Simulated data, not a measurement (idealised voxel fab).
Process module name: voxel fin reveal
In the cross-section labelled cut, the width is 275 nm and each square cell is 5 nm.
Cross-section layout: square cells on a grid; listed as bands, top to bottom; a band spans one or more cell rows. Top height, bottom height, nm. Materials left to right, width each, nm. Single material + "everywhere" = fills band edge to edge. "air" = empty. Heights are reckoned from 0. Under this level, the received wafer is all of one material. The bottommost band is open-ended downward, for example "top 0, no bottom". The notation "30->40" denotes a width that varies across the rows of cells in the band, beginning at the first number in the top row, finishing at the second number in the bottom row, and changing by an identical amount from each row to the next. Where a step carries "no alterations made", the cross-section came out of it unchanged, cell for cell. "Cavities, closed" enumerates empty spaces isolated from the top, with no open way to it, that contain at least 8 cells, giving each as width x height at distance from the left edge, all three in nm. Anything after a step's settings on that line? It's the simulator's own note about the step. overlay nm: step with mask; distance mask lay right of planned place; negative value = left of planned place.
The following list gives the planned process steps:
- 1: RECEIVE,material Si
- 2: CONFORMAL_DEP,material SiN,thk nm 5
- 3: MASKED_ETCH,tone cover,mask id FINS,width nm 15,pitch nm 35,etch materials SiN,depth nm 5,overlay nm 0
- 4: MASKED_ETCH,tone cover,mask id FINS,width nm 15,pitch nm 35,etch materials Si,depth nm 40,overlay nm 0
- 5: OXIDIZE,depth nm 5
- 6: FILL_DEP,material SiO2,thk nm 15
- 7: CMP,height nm 5
- 8: SELECTIVE_ETCH,etch materials SiO2,depth nm 20
- 9: STRIP,etch materials SiN
Received-state cross-section, reflecting completion of step 1:
- top 0, no bottom: Si everywhere
- Cavities, closed: none
First of two wafers at the end of the module, shown in cross-section; run carried out as planned:
- top 0, bottom -15: 80 air | 5 Si | 30 air | 5 Si | 30 air | 5 Si | 30 air | 5 Si | 85 air
- top -15, bottom -45: 80 SiO2 | 5 Si | 30 SiO2 | 5 Si | 30 SiO2 | 5 Si | 30 SiO2 | 5 Si | 85 SiO2
- top -45, no bottom: Si everywhere
- Cavities, closed: none
Second of two wafers, module complete, sectioned: it shares the first wafer's start and plan but was run with one mistake:
- top 5, bottom 0: 75 air | 15 SiN | 20 air | 15 SiN | 20 air | 15 SiN | 20 air | 15 SiN | 80 air
- top 0, bottom -45: 80 air | 5 Si | 30 air | 5 Si | 30 air | 5 Si | 30 air | 5 Si | 85 air
- top -45, no bottom: Si everywhere
- Cavities, closed: none
Want to know what went wrong? step 9 ran differently from the plan; actual operation with settings: STRIP,etch materials SiO2
The second wafer ends with more or fewer cells of some materials than the first, per final count: 12 more of SiN; 306 fewer of SiO2
